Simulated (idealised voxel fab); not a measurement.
process module | voxel wiring stack
Displayed cross-section: cut, width of 280 nm, square cells sized 5 nm.
This document writes a cross-section as a grid whose cells are square, and gives it as bands, listed from the top down; one or more rows of cells form a band.
Within each band entry, the heights of the top and of the bottom of the band appear first, in that order and in nm; the materials of the band then follow from left to right, each with its corresponding width in nm. The designation "full width" on a single material indicates that it fills the band from edge to edge; the designation "blank" indicates empty space.
Height datum 0, below which the as-received substrate wafer is one material. Lowest band open at the bottom, running downward: "0 down".
The notation "30..40" denotes a width that varies across the rows of cells in the band, beginning at the first number in the top row, finishing at the second number in the bottom row, and changing by an identical amount from each row to the next.
You'll sometimes find "remained the same" written for a step, and that's the way of saying that nowhere in the cross-section did a cell change during that step.
"Sealed-off cavities" - sealed voids, min. 8 cells, no opening to top; format: width x height at distance (distance from left edge; nm throughout).
On a step's line, text after the settings is the simulator commenting on that step.
The optional step-line setting "overlay nm" applies to steps with a mask and quantifies how far to the right of its planned location the mask lay, a negative value indicating leftward placement.
-- The following list gives the planned process steps
1,RECEIVE: material Si
2,CONFORMAL_DEP: material SiO2, thk nm 10
3,CONFORMAL_DEP: material SiN, thk nm 5
4,DIRECTIONAL_DEP: material lowk, thk nm 15
5,DIRECTIONAL_DEP: material aC, thk nm 10
6,PATTERN: tone open, mask id METAL_1, material resist, width nm 25, pitch nm 40, thk nm 30, overlay nm 0
7,DIRECTIONAL_ETCH: etch materials aC, depth nm 10
8,STRIP: etch materials resist
9,DIRECTIONAL_ETCH: etch materials lowk, depth nm 15
10,DIRECTIONAL_ETCH: etch materials SiN, depth nm 5
11,STRIP: etch materials aC
12,CONFORMAL_DEP: material TiN, thk nm 5
13,FILL_DEP: material Cu, thk nm 5
14,CMP: height nm 30
15,CONFORMAL_DEP: material SiCN, thk nm 5
16,DIRECTIONAL_DEP: material lowk, thk nm 10
17,DIRECTIONAL_DEP: material aC, thk nm 15
18,PATTERN: tone open, mask id PLUG_1, material resist, width nm 15, pitch nm 40, thk nm 35, overlay nm 0
19,DIRECTIONAL_ETCH: etch materials aC, depth nm 15
20,STRIP: etch materials resist
21,DIRECTIONAL_ETCH: etch materials lowk, depth nm 20
22,DIRECTIONAL_ETCH: etch materials SiCN, depth nm 5
23,STRIP: etch materials aC
24,CONFORMAL_DEP: material TiN, thk nm 5
25,FILL_DEP: material Ru, thk nm 5
26,CMP: height nm 55
27,CONFORMAL_DEP: material SiCN, thk nm 5
28,DIRECTIONAL_DEP: material lowk, thk nm 25
29,MASKED_ETCH: tone open, mask id METAL_2, width nm 25, pitch nm 40, etch materials lowk, depth nm 25, overlay nm 0
30,MASKED_ETCH: tone open, mask id METAL_2, width nm 25, pitch nm 40, etch materials SiCN, depth nm 5, overlay nm 0
31,CONFORMAL_DEP: material TiN, thk nm 5
32,FILL_DEP: material Cu, thk nm 5
33,CMP: height nm 85
34,CONFORMAL_DEP: material SiN, thk nm 5
The wafers are alike at the start. At step 16, their thk nm differs. The plan lists the first wafer's value.
-- First wafer of several, as received: cross-section after step 1
  0 down: Si full width
  Sealed-off cavities: none
-- first wafer at the end, after step 34
  90 to 85: SiN full width
  85 to 60: lowk=105  TiN=5  Cu=15  TiN=5  lowk=15  TiN=5  Cu=15  TiN=5  lowk=110
  60 to 55: SiCN=105  TiN=25  SiCN=15  TiN=25  SiCN=110
  55 to 50: Ru full width
  50 to 45: TiN=110  Ru=5  TiN=35  Ru=5  TiN=125
  45 to 35: lowk=105  TiN=5  Ru=5  TiN=5  lowk=25  TiN=5  Ru=5  TiN=5  lowk=120
  35 to 30: SiCN=105  TiN=15  SiCN=25  TiN=15  SiCN=120
  30 to 15: lowk=105  TiN=5  Cu=15  TiN=5  lowk=15  TiN=5  Cu=15  TiN=5  lowk=110
  15 to 10: SiN=105  TiN=25  SiN=15  TiN=25  SiN=110
  10 to 0: SiO2 full width
  0 down: Si full width
  Sealed-off cavities: none
-- Last wafer x-sec, end of module
  90 to 85: SiN full width
  85 to 60: lowk=105  TiN=5  Cu=15  TiN=5  lowk=15  TiN=5  Cu=15  TiN=5  lowk=110
  60 to 55: SiCN=105  TiN=25  SiCN=15  TiN=25  SiCN=110
  55 to 50: lowk=105  TiN=15  lowk=25  TiN=15  lowk=120
  50 to 35: lowk full width
  35 to 30: SiCN full width
  30 to 15: lowk=105  TiN=5  Cu=15  TiN=5  lowk=15  TiN=5  Cu=15  TiN=5  lowk=110
  15 to 10: SiN=105  TiN=25  SiN=15  TiN=25  SiN=110
  10 to 0: SiO2 full width
  0 down: Si full width
  Sealed-off cavities: none
-- Every row in this table is a wafer at the end of the module, and it gives, for each of the materials, the cells that wafer has gained (+) or lost (-) since it was received, then its closed voids
thk nm 10, +48 Cu, +62 Ru, +96 SiCN, +102 SiN, +112 SiO2, +120 TiN, +468 lowk, Sealed-off cavities: none
thk nm 15, +48 Cu, +8 Ru, +96 SiCN, +102 SiN, +112 SiO2, +124 TiN, +518 lowk, Sealed-off cavities: none
thk nm 20, +48 Cu, +8 Ru, +96 SiCN, +102 SiN, +112 SiO2, +74 TiN, +568 lowk, Sealed-off cavities: none
thk nm 25, +48 Cu, +4 Ru, +102 SiCN, +102 SiN, +112 SiO2, +66 TiN, +574 lowk, Sealed-off cavities: none
thk nm 30, +48 Cu, +2 Ru, +102 SiCN, +102 SiN, +112 SiO2, +62 TiN, +580 lowk, Sealed-off cavities: none
thk nm 35, +48 Cu, +102 SiCN, +102 SiN, +112 SiO2, +58 TiN, +586 lowk, Sealed-off cavities: none
